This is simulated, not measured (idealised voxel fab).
Process module under the name voxel trench capacitor
We display cut, a cross-section 235 nm in width whose square cells are each 5 nm.
Throughout this document, each cross-section is represented as a grid of square cells and is presented as a sequence of bands enumerated from the top downward, where a band comprises one or more rows of cells. Within each band entry, the heights of the top and of the bottom of the band appear first, in that order and in nm; the materials of the band then follow from left to right, each with its corresponding width in nm. The designation "all across" on a single material indicates that it fills the band from edge to edge; the designation "empty" indicates empty space. For the purposes of this specification, 0 denotes the height below which the wafer in its as-received condition is composed wholly of one material, and the lowermost band, lacking a lower limit, extends downward without end, as expressed in "0 and below". Width "30 to 40": first value at the band's top row of cells, second value at its bottom row, equal change from row to row. "remained unchanged" means the step left every cell of the cross-section as it was. The list in "Enclosed internal cavities" covers empty spaces of 8 cells or more that cannot reach the top through any open way, and it gives each as width x height at distance; the distance is from the left edge, and width, height and distance are in nm. It should be noted that, on the line of a given step, the content following the step's settings is a remark produced by the simulator itself with respect to that step. For masked steps, "overlay nm" on the step line gives how far right of plan the mask actually lay; a minus sign means it lay to the left.
**List of planned process steps**
1. op RECEIVE | material Si
2. op CONFORMAL_DEP | material SiN | thk nm 10
3. op MASKED_ETCH | tone open | mask id TRENCH | width nm 15 | pitch nm 45 | etch materials SiN | depth nm 10 | overlay nm 0
4. op MASKED_ETCH | tone open | mask id TRENCH | width nm 15 | pitch nm 45 | etch materials Si | depth nm 15 | overlay nm 0
5. op CONFORMAL_DEP | material SiO2 | thk nm 5
6. op FILL_DEP | material polySi | thk nm 5
7. op CMP | height nm 10
Keep in mind the plan's value for the depth nm of step 4 comes from the first wafer; the wafers don't share that setting, but they do share the same starting point.
**As received, i.e. after step 1: cross-section through the first of several wafers**
> 0 and below: Si all across
> Enclosed internal cavities: none
**Each row below is a wafer at the end of the module, listing for every material the number of cells it has gained (+) or lost (-) since it was received, followed by its closed voids**
depth nm 15, -18 Si, +82 SiN, +22 SiO2, +8 polySi, Enclosed internal cavities: none
depth nm 20, -24 Si, +82 SiN, +26 SiO2, +10 polySi, Enclosed internal cavities: none
depth nm 25, -30 Si, +82 SiN, +30 SiO2, +12 polySi, Enclosed internal cavities: none
depth nm 30, -36 Si, +82 SiN, +34 SiO2, +14 polySi, Enclosed internal cavities: none
depth nm 35, -42 Si, +82 SiN, +38 SiO2, +16 polySi, Enclosed internal cavities: none
depth nm 40, -48 Si, +82 SiN, +42 SiO2, +18 polySi, Enclosed internal cavities: none
